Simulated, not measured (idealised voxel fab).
Proc. module: voxel spacer lines
Section shown: cut. Width: 185 nm. Cell size: 5 nm, square.
Bands, listed from the top down, are how a cross-section gets written in this document; the cross-section itself is a grid of square cells, and a band is one or more rows of them.
Read a band's entry like this: the first values are the height of its top and the height of its bottom in nm, and what follows is the sequence of materials from left to right, each with its width in nm. Note that "air" is empty space, and that a single material marked "throughout" reaches across the band from edge to edge.
We count height from 0. Below that, the starting wafer is all one material. The lowest band never ends at the bottom but goes on down; see "0 down" for how that is written.
The notation "30->40" denotes a width that varies across the rows of cells in the band, beginning at the first number in the top row, finishing at the second number in the bottom row, and changing by an identical amount from each row to the next.
When a step is marked "remained the same", none of the cells in the cross-section changed during that step.
Empty spaces without an open route to the top, at least 8 cells in extent, make up the entry "Non-vented voids"; each is given as width x height at distance, where the distance is measured from the left edge, and all are in nm.
Past the settings on a step's line: simulator remark, on that step.
overlay nm: on a step with a mask, how far right of its planned place the mask lay; negative means left.
PLANNED PROCESS STEPS
1,RECEIVE (material Si)
2,CONFORMAL_DEP (material Al2O3; thk nm 5)
3,DIRECTIONAL_DEP (material SiN; thk nm 10)
4,DIRECTIONAL_DEP (material polySi; thk nm 30)
5,PATTERN (tone cover; mask id MANDREL; material resist; width nm 15; pitch nm 50; thk nm 40; overlay nm 0)
6,DIRECTIONAL_ETCH (etch materials polySi; depth nm 30)
7,STRIP (etch materials resist)
8,CONFORMAL_DEP (material SiO2; thk nm 10)
9,DIRECTIONAL_ETCH (etch materials SiO2; depth nm 10)
10,STRIP (etch materials polySi)
11,DIRECTIONAL_ETCH (etch materials SiN; depth nm 10)
12,STRIP (etch materials SiO2)
Heads up: all these wafers start the same, and what changes between them is the width nm in step 5. The value you see in the plan is just what the first wafer got.
FIRST OF SEVERAL WAFERS (AS RECEIVED, POST STEP 1), CROSS-SECTIONAL VIEW
- 0 down: Si throughout
- Non-vented voids: none
HERE IS THE CROSS-SECTION OF THE FIRST OF SEVERAL WAFERS AT THE END OF THE MODULE, AFTER ITS LAST STEP, STEP 12
- 15 to 5: air (50), SiN (10), air (15), SiN (10), air (15), SiN (10), air (15), SiN (10), air (50)
- 5 to 0: Al2O3 throughout
- 0 down: Si throughout
- Non-vented voids: none
CROSS-SECTION, MODULE END, FINAL OF SEVERAL WAFERS
- 15 to 5: air (45), SiN (10), air (30), SiN (20), air (30), SiN (10), air (40)
- 5 to 0: Al2O3 throughout
- 0 down: Si throughout
- Non-vented voids: none
EACH ROW BELOW IS A WAFER AT THE END OF THE MODULE, LISTING FOR EVERY MATERIAL THE NUMBER OF CELLS IT HAS GAINED (+) OR LOST (-) SINCE IT WAS RECEIVED, FOLLOWED BY ITS CLOSED VOIDS
width nm 15 | +37 Al2O3 | +16 SiN | Non-vented voids: none
width nm 20 | +37 Al2O3 | +16 SiN | Non-vented voids: none
width nm 25 | +37 Al2O3 | +16 SiN | Non-vented voids: none
width nm 30 | +37 Al2O3 | +16 SiN | Non-vented voids: none
